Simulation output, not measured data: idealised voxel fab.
process module | voxel ribs on slabs
cross-section cut | 270 nm wide | cells 5 nm
A cross-section is a grid of square cells, given in bands from the top down. A band is one or more rows of cells.
Each band's line starts with the height of the band's top and of its bottom, in nm. Then come its materials from left to right, each with its width in nm. One material with "throughout" fills the band from edge to edge. "air" is empty space.
Height 0 is the level under which the wafer as received is all one material. The lowest band goes on downwards, as in "0 down".
A width such as "30 to 40" changes by the same amount from each row of cells to the next, from the band's top row to its bottom row.
"no change" after a step means that no cell of the cross-section changed.
closed voids: empty space of 8 cells or more with no open way to the top, each as width x height at its distance from the left edge, in nm
after a step's settings: what the simulator itself notes on the step
overlay nm, on a step with a mask: how far to the right of its planned place the mask lay; to the left if negative
plan
1 op RECEIVE | material Si
2 op DIRECTIONAL_DEP | material SiO2 | thk nm 20
3 op DIRECTIONAL_DEP | material SiN | thk nm 25
4 op MASKED_ETCH | tone cover | mask id RIB | width nm 25 | etch materials SiN | depth nm 5 | overlay nm 0
5 op MASKED_ETCH | tone cover | mask id SLAB | width nm 85 | etch materials SiN | depth nm 20 | overlay nm 0
6 op FILL_DEP | material SiO2 | thk nm 25
7 op CMP | height nm 60
8 op DIRECTIONAL_DEP | material W | thk nm 10
9 op DIRECTIONAL_DEP | material aC | thk nm 10
10 op PATTERN | tone cover | mask id HEATER | material resist | width nm 35 | thk nm 25 | overlay nm 0
11 op DIRECTIONAL_ETCH | etch materials aC | depth nm 10
12 op STRIP | etch materials resist
13 op DIRECTIONAL_ETCH | etch materials W | depth nm 10
14 op STRIP | etch materials aC
15 op CONFORMAL_DEP | material SiN | thk nm 5
as received, after step 1
  0 down: Si throughout
  closed voids: none
first wafer at the end, as planned
  75 to 70: air 110 | SiN 45 | air 115
  70 to 65: air 110 | SiN 5 | W 35 | SiN 5 | air 115
  65 to 60: SiN 115 | W 35 | SiN 120
  60 to 45: SiO2 throughout
  45 to 40: SiO2 120 | SiN 25 | SiO2 125
  40 to 20: SiO2 90 | SiN 85 | SiO2 95
  20 to 0: SiO2 throughout
  0 down: Si throughout
  closed voids: none
second wafer at the end: like start, like plan, one mistake
  75 to 70: air 110 | SiN 45 | air 115
  70 to 65: air 110 | SiN 5 | W 35 | SiN 5 | air 115
  65 to 60: SiN 115 | W 35 | SiN 120
  60 to 45: SiO2 90 | SiN 85 | SiO2 95
  45 to 20: SiN throughout
  20 to 0: SiO2 throughout
  0 down: Si throughout
  closed voids: none
what went wrong: step 3 was run twice
at the end the second wafer has, in cells: 248 more of SiN | 248 fewer of SiO2
